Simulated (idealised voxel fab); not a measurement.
process module | voxel lift off
cross-section cut | 300 nm wide | cells 5 nm
A cross-section is a grid of square cells, given in bands from the top down. A band is one or more rows of cells.
Each band's line starts with the height of the band's top and of its bottom, in nm. Then come its materials from left to right, each with its width in nm. One material with "throughout" fills the band from edge to edge. "air" is empty space.
Height 0 is the level under which the wafer as received is all one material. The lowest band goes on downwards, as in "0 down".
A width such as "30 to 40" changes by the same amount from each row of cells to the next, from the band's top row to its bottom row.
"no change" after a step means that no cell of the cross-section changed.
closed voids: empty space of 8 cells or more with no open way to the top, each as width x height at its distance from the left edge, in nm
after a step's settings: what the simulator itself notes on the step
overlay nm, on a step with a mask: how far to the right of its planned place the mask lay; to the left if negative
plan
1 op RECEIVE | material Si
2 op CONFORMAL_DEP | material SiN | thk nm 15
3 op PATTERN | tone open | mask id LINES | material resist | width nm 15 | pitch nm 30 | thk nm 30 | overlay nm 0
4 op DIRECTIONAL_DEP | material Ru | thk nm 15
5 op STRIP | etch materials resist
6 op CONFORMAL_DEP | material SiCN | thk nm 5
first wafer, as planned
as received, after step 1
  0 down: Si throughout
  closed voids: none
after step 2
  15 to 0: SiN throughout
  below 0: unchanged
after step 3
  45 to 15: resist 125 | air 15 | resist 15 | air 15 | resist 130
  below 15: unchanged
after step 4
  60 to 45: Ru 125 | air 15 | Ru 15 | air 15 | Ru 130
  45 to 30: resist 125 | air 15 | resist 15 | air 15 | resist 130
  30 to 15: resist 125 | Ru 15 | resist 15 | Ru 15 | resist 130
  below 15: unchanged
after step 5
  30 to 15: air 125 | Ru 15 | air 15 | Ru 15 | air 130
  below 15: unchanged
after step 6
  35 to 30: air 120 | SiCN 25 | air 5 | SiCN 25 | air 125
  30 to 20: air 120 | SiCN 5 | Ru 15 | SiCN 5 | air 5 | SiCN 5 | Ru 15 | SiCN 5 | air 125
  20 to 15: SiCN 125 | Ru 15 | SiCN 15 | Ru 15 | SiCN 130
  below 15: unchanged
second wafer: like start, like plan, one mistake. Through step 2 it matches the first wafer
when step 3 should have ended
  45 to 15: air 125 | resist 15 | air 15 | resist 15 | air 130
  below 15: unchanged
when step 4 should have ended
  60 to 45: air 125 | Ru 15 | air 15 | Ru 15 | air 130
  45 to 30: air 125 | resist 15 | air 15 | resist 15 | air 130
  30 to 15: Ru 125 | resist 15 | Ru 15 | resist 15 | Ru 130
  below 15: unchanged
when step 5 should have ended
  30 to 15: Ru 125 | air 15 | Ru 15 | air 15 | Ru 130
  below 15: unchanged
when step 6 should have ended
  35 to 30: SiCN 130 | air 5 | SiCN 25 | air 5 | SiCN 135
  30 to 20: Ru 125 | SiCN 5 | air 5 | SiCN 5 | Ru 15 | SiCN 5 | air 5 | SiCN 5 | Ru 130
  20 to 15: Ru 125 | SiCN 15 | Ru 15 | SiCN 15 | Ru 130
  below 15: unchanged
what went wrong: step 3 ran as: op PATTERN | tone cover | mask id LINES | material resist | width nm 15 | pitch nm 30 | thk nm 30 | overlay nm 0
at the end the second wafer has, in cells: 144 more of Ru
